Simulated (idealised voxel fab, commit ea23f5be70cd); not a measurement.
This section sets out a process module, namely voxel transistor to metal.
FYI the section here is cut, 205 nm wide, cells are 5 nm squares.
Square cells in a grid make up a cross-section in this document, and the grid is given as bands, listed from the top down, each one or more rows of cells. Quick guide to a band line: top height, bottom height (nm) up front; then every material left to right with its width in nm. Only one material and it's marked "throughout"? Then it fills the band edge to edge. And "empty" just means empty space. Where do heights start? At 0: under that level the wafer as delivered is made of one material only. And the lowest band has no floor; it just carries on downward, as in "0 down". Read "30->40" as a graded width: first number on top, second number at the bottom, same change between each pair of neighbouring rows. It should be understood that the words "nothing different", when stated for a given step, signify that the cross-section underwent no change in any of its cells during that step. "Sealed void list" enumerates empty spaces isolated from the top, with no open way to it, that contain at least 8 cells, giving each as width x height at distance from the left edge, all three in nm. That trailing text on a step's line, after the settings, is the simulator's own remark on the step. A step line may carry the setting "overlay nm", which, for steps involving a mask, states the distance by which the mask lay to the right of its intended position; negative values denote displacement to the left.

PLANNED PROCESS STEPS
1 RECEIVE (material Si)
2 CONFORMAL_DEP (material SiO2; thk nm 5)
3 CONFORMAL_DEP (material SiN; thk nm 10)
4 DIRECTIONAL_DEP (material aC; thk nm 15)
5 PATTERN (tone cover; mask id ACTIVE; material resist; width nm 110; thk nm 35; overlay nm 0)
6 DIRECTIONAL_ETCH (etch materials aC; depth nm 15)
7 STRIP (etch materials resist)
8 DIRECTIONAL_ETCH (etch materials SiN; depth nm 10)
9 DIRECTIONAL_ETCH (etch materials SiO2; depth nm 5)
10 DIRECTIONAL_ETCH (etch materials Si; depth nm 35)
11 STRIP (etch materials aC)
12 OXIDIZE (depth nm 5)
13 FILL_DEP (material SiO2; thk nm 10)
14 CMP (height nm 15)
15 SELECTIVE_ETCH (etch materials SiO2; depth nm 10)
16 STRIP (etch materials SiN)
17 SELECTIVE_ETCH (etch materials SiO2; depth nm 5)
18 OXIDIZE (depth nm 5)
19 DIRECTIONAL_DEP (material polySi; thk nm 25)
20 DIRECTIONAL_DEP (material SiCN; thk nm 10)
21 DIRECTIONAL_DEP (material aC; thk nm 10)
22 PATTERN (tone cover; mask id GATE; material resist; width nm 20; thk nm 25; overlay nm 0)
23 DIRECTIONAL_ETCH (etch materials aC; depth nm 10)
24 STRIP (etch materials resist)
25 DIRECTIONAL_ETCH (etch materials SiCN; depth nm 20)
26 DIRECTIONAL_ETCH (etch materials polySi; depth nm 35)
27 STRIP (etch materials aC)
28 CONFORMAL_DEP (material SiO2; thk nm 5)
29 DIRECTIONAL_ETCH (etch materials SiO2; depth nm 5)
30 CONFORMAL_DEP (material SiN; thk nm 10)
31 DIRECTIONAL_ETCH (etch materials SiN; depth nm 10)
32 DIRECTIONAL_ETCH (etch materials SiO2; depth nm 5)
33 EPI (material pSi; thk nm 5)
34 FILL_DEP (material SiO2; thk nm 10)
35 CMP (height nm 35)
36 DIRECTIONAL_DEP (material SiO2; thk nm 15)
37 MASKED_ETCH (tone open; mask id CONTACT; width nm 30; pitch nm 60; etch materials SiO2; depth nm 50; overlay nm 0)
38 CONFORMAL_DEP (material TiN; thk nm 5)
39 FILL_DEP (material Ru; thk nm 5)
40 CMP (height nm 50)
41 CONFORMAL_DEP (material SiCN; thk nm 5)
42 DIRECTIONAL_DEP (material SiO2; thk nm 15)
43 MASKED_ETCH (tone open; mask id METAL_1; width nm 15; pitch nm 75; etch materials SiO2; depth nm 15; overlay nm 0)
44 MASKED_ETCH (tone open; mask id METAL_1; width nm 15; pitch nm 75; etch materials SiCN; depth nm 5; overlay nm 0)
45 CONFORMAL_DEP (material TiN; thk nm 5)
46 FILL_DEP (material Ru; thk nm 10)
47 CMP (height nm 70)
48 CONFORMAL_DEP (material SiCN; thk nm 5)
49 DIRECTIONAL_DEP (material SiO2; thk nm 30)
50 PATTERN (tone open; mask id METAL_2; material resist; width nm 15; pitch nm 75; thk nm 15; overlay nm 0)
51 DIRECTIONAL_ETCH (etch materials SiO2; depth nm 20)
52 STRIP (etch materials resist)
53 MASKED_ETCH (tone open; mask id METAL_2_HOLES; width nm 15; pitch nm 75; etch materials SiO2; depth nm 10; overlay nm 0)
54 MASKED_ETCH (tone open; mask id METAL_2_HOLES; width nm 15; pitch nm 75; etch materials SiCN; depth nm 5; overlay nm 0)
55 CONFORMAL_DEP (material TiN; thk nm 5)
56 FILL_DEP (material Ru; thk nm 10)
57 CMP (height nm 105)
58 CONFORMAL_DEP (material SiCN; thk nm 5)

FIRST WAFER, AS PLANNED

THE CROSS-SECTION HERE SHOWS THE WAFER AS RECEIVED, I.E. IN ITS STATE AFTER STEP 1
> 0 down = Si throughout
> Sealed void list: none

AFTER STEP 2
> 5 to 0 = SiO2 throughout
> Beneath the level 0, the cross-section is identical to its previous state.

AFTER STEP 3
> 15 to 5 = SiN throughout
> Beneath the level 5, the cross-section is identical to its previous state.

AFTER STEP 4
> 30 to 15 = aC throughout
> Beneath the level 15, the cross-section is identical to its previous state.

AFTER STEP 5
> 65 to 30 = 45 nm empty  110 nm resist  50 nm empty
> Beneath the level 30, the cross-section is identical to its previous state.

AFTER STEP 6
> 50 to 30 = 45 nm empty  110 nm resist  50 nm empty
> 30 to 15 = 45 nm empty  110 nm aC  50 nm empty
> Beneath the level 15, the cross-section is identical to its previous state.

AFTER STEP 7
> 30 to 15 = 45 nm empty  110 nm aC  50 nm empty
> Beneath the level 15, the cross-section is identical to its previous state.

AFTER STEP 8
> 30 to 15 = 45 nm empty  110 nm aC  50 nm empty
> 15 to 5 = 45 nm empty  110 nm SiN  50 nm empty
> Beneath the level 5, the cross-section is identical to its previous state.

AFTER STEP 9
> 30 to 15 = 45 nm empty  110 nm aC  50 nm empty
> 15 to 5 = 45 nm empty  110 nm SiN  50 nm empty
> 5 to 0 = 45 nm empty  110 nm SiO2  50 nm empty
> Beneath the level 0, the cross-section is identical to its previous state.

AFTER STEP 10
> 30 to 15 = 45 nm empty  110 nm aC  50 nm empty
> 15 to 5 = 45 nm empty  110 nm SiN  50 nm empty
> 5 to 0 = 45 nm empty  110 nm SiO2  50 nm empty
> 0 to -35 = 45 nm empty  110 nm Si  50 nm empty
> Beneath the level -35, the cross-section is identical to its previous state.

AFTER STEP 11
> 15 to 5 = 45 nm empty  110 nm SiN  50 nm empty
> Beneath the level 5, the cross-section is identical to its previous state.

AFTER STEP 12
> 15 to 5 = 45 nm empty  110 nm SiN  50 nm empty
> 5 to 0 = 45 nm empty  110 nm SiO2  50 nm empty
> 0 to -35 = 45 nm empty  5 nm SiO2  100 nm Si  5 nm SiO2  50 nm empty
> -35 to -40 = 50 nm SiO2  100 nm Si  55 nm SiO2
> Beneath the level -40, the cross-section is identical to its previous state.

AFTER STEP 13
> 25 to 15 = SiO2 throughout
> 15 to 5 = 45 nm SiO2  110 nm SiN  50 nm SiO2
> 5 to 0 = SiO2 throughout
> 0 to -40 = 50 nm SiO2  100 nm Si  55 nm SiO2
> Beneath the level -40, the cross-section is identical to its previous state.

AFTER STEP 14
> 15 to 5 = 45 nm SiO2  110 nm SiN  50 nm SiO2
> Beneath the level 5, the cross-section is identical to its previous state.

AFTER STEP 15
> 15 to 5 = 45 nm empty  110 nm SiN  50 nm empty
> Beneath the level 5, the cross-section is identical to its previous state.

AFTER STEP 16
> 5 to 0 = SiO2 throughout
> Beneath the level 0, the cross-section is identical to its previous state.

AFTER STEP 17
> 0 to -40 = 50 nm SiO2  100 nm Si  55 nm SiO2
> Beneath the level -40, the cross-section is identical to its previous state.

AFTER STEP 18
> 0 to -5 = SiO2 throughout
> Beneath the level -5, the cross-section is identical to its previous state.

AFTER STEP 19
> 25 to 0 = polySi throughout
> Beneath the level 0, the cross-section is identical to its previous state.

AFTER STEP 20
> 35 to 25 = SiCN throughout
> Beneath the level 25, the cross-section is identical to its previous state.

AFTER STEP 21
> 45 to 35 = aC throughout
> Beneath the level 35, the cross-section is identical to its previous state.

AFTER STEP 22
> 70 to 45 = 90 nm empty  20 nm resist  95 nm empty
> Beneath the level 45, the cross-section is identical to its previous state.

AFTER STEP 23
> 60 to 45 = 90 nm empty  20 nm resist  95 nm empty
> 45 to 35 = 90 nm empty  20 nm aC  95 nm empty
> Beneath the level 35, the cross-section is identical to its previous state.

AFTER STEP 24
> 45 to 35 = 90 nm empty  20 nm aC  95 nm empty
> Beneath the level 35, the cross-section is identical to its previous state.

AFTER STEP 25
> 45 to 35 = 90 nm empty  20 nm aC  95 nm empty
> 35 to 25 = 90 nm empty  20 nm SiCN  95 nm empty
> Beneath the level 25, the cross-section is identical to its previous state.

AFTER STEP 26
> 45 to 35 = 90 nm empty  20 nm aC  95 nm empty
> 35 to 25 = 90 nm empty  20 nm SiCN  95 nm empty
> 25 to 0 = 90 nm empty  20 nm polySi  95 nm empty
> Beneath the level 0, the cross-section is identical to its previous state.

AFTER STEP 27
> 35 to 25 = 90 nm empty  20 nm SiCN  95 nm empty
> Beneath the level 25, the cross-section is identical to its previous state.

AFTER STEP 28
> 40 to 35 = 85 nm empty  30 nm SiO2  90 nm empty
> 35 to 25 = 85 nm empty  5 nm SiO2  20 nm SiCN  5 nm SiO2  90 nm empty
> 25 to 5 = 85 nm empty  5 nm SiO2  20 nm polySi  5 nm SiO2  90 nm empty
> 5 to 0 = 90 nm SiO2  20 nm polySi  95 nm SiO2
> Beneath the level 0, the cross-section is identical to its previous state.

AFTER STEP 29
> 35 to 25 = 85 nm empty  5 nm SiO2  20 nm SiCN  5 nm SiO2  90 nm empty
> 25 to 0 = 85 nm empty  5 nm SiO2  20 nm polySi  5 nm SiO2  90 nm empty
> Beneath the level 0, the cross-section is identical to its previous state.

AFTER STEP 30
> 45 to 35 = 75 nm empty  50 nm SiN  80 nm empty
> 35 to 25 = 75 nm empty  10 nm SiN  5 nm SiO2  20 nm SiCN  5 nm SiO2  10 nm SiN  80 nm empty
> 25 to 10 = 75 nm empty  10 nm SiN  5 nm SiO2  20 nm polySi  5 nm SiO2  10 nm SiN  80 nm empty
> 10 to 0 = 85 nm SiN  5 nm SiO2  20 nm polySi  5 nm SiO2  90 nm SiN
> Beneath the level 0, the cross-section is identical to its previous state.

AFTER STEP 31
> 35 to 25 = 75 nm empty  10 nm SiN  5 nm SiO2  20 nm SiCN  5 nm SiO2  10 nm SiN  80 nm empty
> 25 to 0 = 75 nm empty  10 nm SiN  5 nm SiO2  20 nm polySi  5 nm SiO2  10 nm SiN  80 nm empty
> Beneath the level 0, the cross-section is identical to its previous state.

AFTER STEP 32
> 35 to 30 = 75 nm empty  10 nm SiN  5 nm empty  20 nm SiCN  5 nm empty  10 nm SiN  80 nm empty
> 30 to 25 = 75 nm empty  10 nm SiN  5 nm SiO2  20 nm SiCN  5 nm SiO2  10 nm SiN  80 nm empty
> 25 to 0 = 75 nm empty  10 nm SiN  5 nm SiO2  20 nm polySi  5 nm SiO2  10 nm SiN  80 nm empty
> 0 to -5 = 75 nm empty  50 nm SiO2  80 nm empty
> Beneath the level -5, the cross-section is identical to its previous state.

AFTER STEP 33
> 35 to 30 = 75 nm empty  10 nm SiN  5 nm empty  20 nm SiCN  5 nm empty  10 nm SiN  80 nm empty
> 30 to 25 = 75 nm empty  10 nm SiN  5 nm SiO2  20 nm SiCN  5 nm SiO2  10 nm SiN  80 nm empty
> 25 to 0 = 75 nm empty  10 nm SiN  5 nm SiO2  20 nm polySi  5 nm SiO2  10 nm SiN  80 nm empty
> 0 to -5 = 45 nm empty  30 nm pSi  50 nm SiO2  30 nm pSi  50 nm empty
> Beneath the level -5, the cross-section is identical to its previous state.

AFTER STEP 34
> 45 to 35 = SiO2 throughout
> 35 to 25 = 75 nm SiO2  10 nm SiN  5 nm SiO2  20 nm SiCN  5 nm SiO2  10 nm SiN  80 nm SiO2
> 25 to 0 = 75 nm SiO2  10 nm SiN  5 nm SiO2  20 nm polySi  5 nm SiO2  10 nm SiN  80 nm SiO2
> 0 to -5 = 45 nm SiO2  30 nm pSi  50 nm SiO2  30 nm pSi  50 nm SiO2
> Beneath the level -5, the cross-section is identical to its previous state.

AFTER STEP 35
> 35 to 25 = 75 nm SiO2  10 nm SiN  5 nm SiO2  20 nm SiCN  5 nm SiO2  10 nm SiN  80 nm SiO2
> Beneath the level 25, the cross-section is identical to its previous state.

AFTER STEP 36
> 50 to 35 = SiO2 throughout
> Beneath the level 35, the cross-section is identical to its previous state.

AFTER STEP 37
> 50 to 35 = 55 nm SiO2  30 nm empty  30 nm SiO2  30 nm empty  60 nm SiO2
> 35 to 25 = 55 nm SiO2  20 nm empty  10 nm SiN  5 nm SiO2  20 nm SiCN  5 nm SiO2  10 nm SiN  20 nm empty  60 nm SiO2
> 25 to 0 = 55 nm SiO2  20 nm empty  10 nm SiN  5 nm SiO2  20 nm polySi  5 nm SiO2  10 nm SiN  20 nm empty  60 nm SiO2
> Beneath the level 0, the cross-section is identical to its previous state.

AFTER STEP 38
> 55 to 50 = 60 nm TiN  20 nm empty  40 nm TiN  20 nm empty  65 nm TiN
> 50 to 40 = 55 nm SiO2  5 nm TiN  20 nm empty  5 nm TiN  30 nm SiO2  5 nm TiN  20 nm empty  5 nm TiN  60 nm SiO2
> 40 to 35 = 55 nm SiO2  5 nm TiN  10 nm empty  15 nm TiN  30 nm SiO2  15 nm TiN  10 nm empty  5 nm TiN  60 nm SiO2
> 35 to 25 = 55 nm SiO2  5 nm TiN  10 nm empty  5 nm TiN  10 nm SiN  5 nm SiO2  20 nm SiCN  5 nm SiO2  10 nm SiN  5 nm TiN  10 nm empty  5 nm TiN  60 nm SiO2
> 25 to 5 = 55 nm SiO2  5 nm TiN  10 nm empty  5 nm TiN  10 nm SiN  5 nm SiO2  20 nm polySi  5 nm SiO2  10 nm SiN  5 nm TiN  10 nm empty  5 nm TiN  60 nm SiO2
> 5 to 0 = 55 nm SiO2  20 nm TiN  10 nm SiN  5 nm SiO2  20 nm polySi  5 nm SiO2  10 nm SiN  20 nm TiN  60 nm SiO2
> Beneath the level 0, the cross-section is identical to its previous state.

AFTER STEP 39
> 60 to 55 = Ru throughout
> 55 to 50 = 60 nm TiN  20 nm Ru  40 nm TiN  20 nm Ru  65 nm TiN
> 50 to 40 = 55 nm SiO2  5 nm TiN  20 nm Ru  5 nm TiN  30 nm SiO2  5 nm TiN  20 nm Ru  5 nm TiN  60 nm SiO2
> 40 to 35 = 55 nm SiO2  5 nm TiN  10 nm Ru  15 nm TiN  30 nm SiO2  15 nm TiN  10 nm Ru  5 nm TiN  60 nm SiO2
> 35 to 25 = 55 nm SiO2  5 nm TiN  10 nm Ru  5 nm TiN  10 nm SiN  5 nm SiO2  20 nm SiCN  5 nm SiO2  10 nm SiN  5 nm TiN  10 nm Ru  5 nm TiN  60 nm SiO2
> 25 to 5 = 55 nm SiO2  5 nm TiN  10 nm Ru  5 nm TiN  10 nm SiN  5 nm SiO2  20 nm polySi  5 nm SiO2  10 nm SiN  5 nm TiN  10 nm Ru  5 nm TiN  60 nm SiO2
> Beneath the level 5, the cross-section is identical to its previous state.

AFTER STEP 40
> 50 to 40 = 55 nm SiO2  5 nm TiN  20 nm Ru  5 nm TiN  30 nm SiO2  5 nm TiN  20 nm Ru  5 nm TiN  60 nm SiO2
> Beneath the level 40, the cross-section is identical to its previous state.

AFTER STEP 41
> 55 to 50 = SiCN throughout
> Beneath the level 50, the cross-section is identical to its previous state.

AFTER STEP 42
> 70 to 55 = SiO2 throughout
> Beneath the level 55, the cross-section is identical to its previous state.

AFTER STEP 43
> 70 to 55 = 55 nm SiO2  15 nm empty  60 nm SiO2  15 nm empty  60 nm SiO2
> Beneath the level 55, the cross-section is identical to its previous state.

AFTER STEP 44
> 70 to 55 = 55 nm SiO2  15 nm empty  60 nm SiO2  15 nm empty  60 nm SiO2
> 55 to 50 = 55 nm SiCN  15 nm empty  60 nm SiCN  15 nm empty  60 nm SiCN
> Beneath the level 50, the cross-section is identical to its previous state.

AFTER STEP 45
> 75 to 70 = 60 nm TiN  5 nm empty  70 nm TiN  5 nm empty  65 nm TiN
> 70 to 55 = 55 nm SiO2  5 nm TiN  5 nm empty  5 nm TiN  60 nm SiO2  5 nm TiN  5 nm empty  5 nm TiN  60 nm SiO2
> 55 to 50 = 55 nm SiCN  15 nm TiN  60 nm SiCN  15 nm TiN  60 nm SiCN
> Beneath the level 50, the cross-section is identical to its previous state.

AFTER STEP 46
> 85 to 75 = Ru throughout
> 75 to 70 = 60 nm TiN  5 nm Ru  70 nm TiN  5 nm Ru  65 nm TiN
> 70 to 55 = 55 nm SiO2  5 nm TiN  5 nm Ru  5 nm TiN  60 nm SiO2  5 nm TiN  5 nm Ru  5 nm TiN  60 nm SiO2
> Beneath the level 55, the cross-section is identical to its previous state.

AFTER STEP 47
> 70 to 55 = 55 nm SiO2  5 nm TiN  5 nm Ru  5 nm TiN  60 nm SiO2  5 nm TiN  5 nm Ru  5 nm TiN  60 nm SiO2
> Beneath the level 55, the cross-section is identical to its previous state.

AFTER STEP 48
> 75 to 70 = SiCN throughout
> Beneath the level 70, the cross-section is identical to its previous state.

AFTER STEP 49
> 105 to 75 = SiO2 throughout
> Beneath the level 75, the cross-section is identical to its previous state.

AFTER STEP 50
> 120 to 105 = 55 nm resist  15 nm empty  60 nm resist  15 nm empty  60 nm resist
> Beneath the level 105, the cross-section is identical to its previous state.

AFTER STEP 51
> 120 to 105 = 55 nm resist  15 nm empty  60 nm resist  15 nm empty  60 nm resist
> 105 to 85 = 55 nm SiO2  15 nm empty  60 nm SiO2  15 nm empty  60 nm SiO2
> Beneath the level 85, the cross-section is identical to its previous state.

AFTER STEP 52
> 105 to 85 = 55 nm SiO2  15 nm empty  60 nm SiO2  15 nm empty  60 nm SiO2
> Beneath the level 85, the cross-section is identical to its previous state.

AFTER STEP 53
> 105 to 75 = 55 nm SiO2  15 nm empty  60 nm SiO2  15 nm empty  60 nm SiO2
> Beneath the level 75, the cross-section is identical to its previous state.

AFTER STEP 54
> 105 to 75 = 55 nm SiO2  15 nm empty  60 nm SiO2  15 nm empty  60 nm SiO2
> 75 to 70 = 55 nm SiCN  15 nm empty  60 nm SiCN  15 nm empty  60 nm SiCN
> Beneath the level 70, the cross-section is identical to its previous state.

AFTER STEP 55
> 110 to 105 = 60 nm TiN  5 nm empty  70 nm TiN  5 nm empty  65 nm TiN
> 105 to 75 = 55 nm SiO2  5 nm TiN  5 nm empty  5 nm TiN  60 nm SiO2  5 nm TiN  5 nm empty  5 nm TiN  60 nm SiO2
> 75 to 70 = 55 nm SiCN  15 nm TiN  60 nm SiCN  15 nm TiN  60 nm SiCN
> Beneath the level 70, the cross-section is identical to its previous state.

AFTER STEP 56
> 120 to 110 = Ru throughout
> 110 to 105 = 60 nm TiN  5 nm Ru  70 nm TiN  5 nm Ru  65 nm TiN
> 105 to 75 = 55 nm SiO2  5 nm TiN  5 nm Ru  5 nm TiN  60 nm SiO2  5 nm TiN  5 nm Ru  5 nm TiN  60 nm SiO2
> Beneath the level 75, the cross-section is identical to its previous state.

AFTER STEP 57
> 105 to 75 = 55 nm SiO2  5 nm TiN  5 nm Ru  5 nm TiN  60 nm SiO2  5 nm TiN  5 nm Ru  5 nm TiN  60 nm SiO2
> Beneath the level 75, the cross-section is identical to its previous state.

AFTER STEP 58
> 110 to 105 = SiCN throughout
> Beneath the level 105, the cross-section is identical to its previous state.

WAFER TWO OF TWO - SAME STARTING POINT, SAME PROCESS PLAN, ONE MISTAKE IN EXECUTION; MATCHES WAFER ONE UP TO AND INCLUDING STEP 47

WHAT THE SECOND WAFER LOOKS LIKE IN CROSS-SECTION WHEN STEP 48 SHOULD HAVE WRAPPED UP
> 75 to 70 = SiO2 throughout
> Beneath the level 70, the cross-section is identical to its previous state.

WHAT THE SECOND WAFER LOOKS LIKE IN CROSS-SECTION WHEN STEP 49 SHOULD HAVE WRAPPED UP
> 105 to 70 = SiO2 throughout
> Beneath the level 70, the cross-section is identical to its previous state.

WHAT THE SECOND WAFER LOOKS LIKE IN CROSS-SECTION WHEN STEP 50 SHOULD HAVE WRAPPED UP
> 120 to 105 = 55 nm resist  15 nm empty  60 nm resist  15 nm empty  60 nm resist
> Beneath the level 105, the cross-section is identical to its previous state.

WHAT THE SECOND WAFER LOOKS LIKE IN CROSS-SECTION WHEN STEP 51 SHOULD HAVE WRAPPED UP
> 120 to 105 = 55 nm resist  15 nm empty  60 nm resist  15 nm empty  60 nm resist
> 105 to 85 = 55 nm SiO2  15 nm empty  60 nm SiO2  15 nm empty  60 nm SiO2
> Beneath the level 85, the cross-section is identical to its previous state.

WHAT THE SECOND WAFER LOOKS LIKE IN CROSS-SECTION WHEN STEP 52 SHOULD HAVE WRAPPED UP
> 105 to 85 = 55 nm SiO2  15 nm empty  60 nm SiO2  15 nm empty  60 nm SiO2
> Beneath the level 85, the cross-section is identical to its previous state.

WHAT THE SECOND WAFER LOOKS LIKE IN CROSS-SECTION WHEN STEP 53 SHOULD HAVE WRAPPED UP
> 105 to 75 = 55 nm SiO2  15 nm empty  60 nm SiO2  15 nm empty  60 nm SiO2
> Beneath the level 75, the cross-section is identical to its previous state.

What the second wafer looks like in cross-section when step 54 should have wrapped up: nothing different

WHAT THE SECOND WAFER LOOKS LIKE IN CROSS-SECTION WHEN STEP 55 SHOULD HAVE WRAPPED UP
> 110 to 105 = 60 nm TiN  5 nm empty  70 nm TiN  5 nm empty  65 nm TiN
> 105 to 80 = 55 nm SiO2  5 nm TiN  5 nm empty  5 nm TiN  60 nm SiO2  5 nm TiN  5 nm empty  5 nm TiN  60 nm SiO2
> 80 to 75 = 55 nm SiO2  15 nm TiN  60 nm SiO2  15 nm TiN  60 nm SiO2
> Beneath the level 75, the cross-section is identical to its previous state.

WHAT THE SECOND WAFER LOOKS LIKE IN CROSS-SECTION WHEN STEP 56 SHOULD HAVE WRAPPED UP
> 120 to 110 = Ru throughout
> 110 to 105 = 60 nm TiN  5 nm Ru  70 nm TiN  5 nm Ru  65 nm TiN
> 105 to 80 = 55 nm SiO2  5 nm TiN  5 nm Ru  5 nm TiN  60 nm SiO2  5 nm TiN  5 nm Ru  5 nm TiN  60 nm SiO2
> Beneath the level 80, the cross-section is identical to its previous state.

WHAT THE SECOND WAFER LOOKS LIKE IN CROSS-SECTION WHEN STEP 57 SHOULD HAVE WRAPPED UP
> 105 to 80 = 55 nm SiO2  5 nm TiN  5 nm Ru  5 nm TiN  60 nm SiO2  5 nm TiN  5 nm Ru  5 nm TiN  60 nm SiO2
> Beneath the level 80, the cross-section is identical to its previous state.

WHAT THE SECOND WAFER LOOKS LIKE IN CROSS-SECTION WHEN STEP 58 SHOULD HAVE WRAPPED UP
> 110 to 105 = SiCN throughout
> Beneath the level 105, the cross-section is identical to its previous state.
Error vs. plan: step 48 was not run as planned; what actually ran was CONFORMAL_DEP (material SiO2; thk nm 5)
Final tally in cells, some materials are higher or lower on the second wafer than on the first: Ru -2, SiCN -35, SiO2 +41, TiN -4
